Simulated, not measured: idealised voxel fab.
You're looking at the process module voxel wiring stack.
Pictured: cross-section cut, 220 nm wide, on a grid of 5 nm square cells.
In this document a cross-section is written as a grid of square cells. It is given as a series of bands, listed from the top down, and a band is one or more rows of cells.
Each band's line starts with the height of the band's top and of its bottom, in nm. Then come its materials from left to right, each with its width in nm. One material with "throughout" fills the band from edge to edge. "empty" is empty space.
Heights from 0 (as-received wafer is one material below). Bottom band endless downward, as "0 -> down".
A width such as "30..40" changes by the same amount from each row of cells to the next, from the band's top row to its bottom row.
Step marked "same as before"? Then no cell in the cross-section changed in it.
Entry "Closed void register" = empty spaces >= 8 cells with no open way to the top; each as width x height at distance, distance from left edge, all nm.
The remark found on a step's line after its settings is issued by the simulator itself and pertains to that step.
overlay nm: how far to the right of its planned place the mask lay on this masked step (negative: to the left).

Process steps foreseen in the plan:
- 1: RECEIVE,material Si
- 2: CONFORMAL_DEP,material SiO2,thk nm 15
- 3: CONFORMAL_DEP,material SiN,thk nm 5
- 4: DIRECTIONAL_DEP,material SiO2,thk nm 25
- 5: DIRECTIONAL_DEP,material aC,thk nm 15
- 6: PATTERN,tone open,mask id METAL_1,material resist,width nm 30,pitch nm 50,thk nm 35,overlay nm 0
- 7: DIRECTIONAL_ETCH,etch materials aC,depth nm 15
- 8: STRIP,etch materials resist
- 9: DIRECTIONAL_ETCH,etch materials SiO2,depth nm 25
- 10: DIRECTIONAL_ETCH,etch materials SiN,depth nm 5
- 11: STRIP,etch materials aC
- 12: CONFORMAL_DEP,material TiN,thk nm 5
- 13: FILL_DEP,material W,thk nm 5
- 14: CMP,height nm 45
- 15: EPI,material Ru,thk nm 5
- 16: FILL_DEP,material SiCN,thk nm 5
- 17: DIRECTIONAL_DEP,material lowk,thk nm 35
- 18: MASKED_ETCH,tone open,mask id METAL_2,width nm 30,pitch nm 50,etch materials lowk,depth nm 20,overlay nm 0
- 19: MASKED_ETCH,tone open,mask id METAL_2_HOLES,width nm 15,pitch nm 50,etch materials lowk,depth nm 15,overlay nm 0
- 20: MASKED_ETCH,tone open,mask id METAL_2_HOLES,width nm 15,pitch nm 50,etch materials SiCN,depth nm 5,overlay nm 0
- 21: CONFORMAL_DEP,material TiN,thk nm 5
- 22: FILL_DEP,material Cu,thk nm 10
- 23: CMP,height nm 90
- 24: CONFORMAL_DEP,material SiCN,thk nm 5

Step 1 complete: cross-section of the wafer as received:
  0 -> down = Si throughout
  Closed void register: none

End-of-module cross-section. Starting structure and process plan as above; one mistake made in running it:
  95 -> 90 = SiCN throughout
  90 -> 55 = lowk throughout
  55 -> 50 = SiCN throughout
  50 -> 45 = SiCN=15; Ru=40; SiCN=10; Ru=40; SiCN=10; Ru=40; SiCN=10; Ru=40; SiCN=15
  45 -> 20 = SiO2=20; TiN=5; W=20; TiN=5; SiO2=20; TiN=5; W=20; TiN=5; SiO2=20; TiN=5; W=20; TiN=5; SiO2=20; TiN=5; W=20; TiN=5; SiO2=20
  20 -> 15 = SiN=20; TiN=30; SiN=20; TiN=30; SiN=20; TiN=30; SiN=20; TiN=30; SiN=20
  15 -> 0 = SiO2 throughout
  0 -> down = Si throughout
  Closed void register: none
The mistake made against the process plan was this: twice over, step 17 of the plan was run
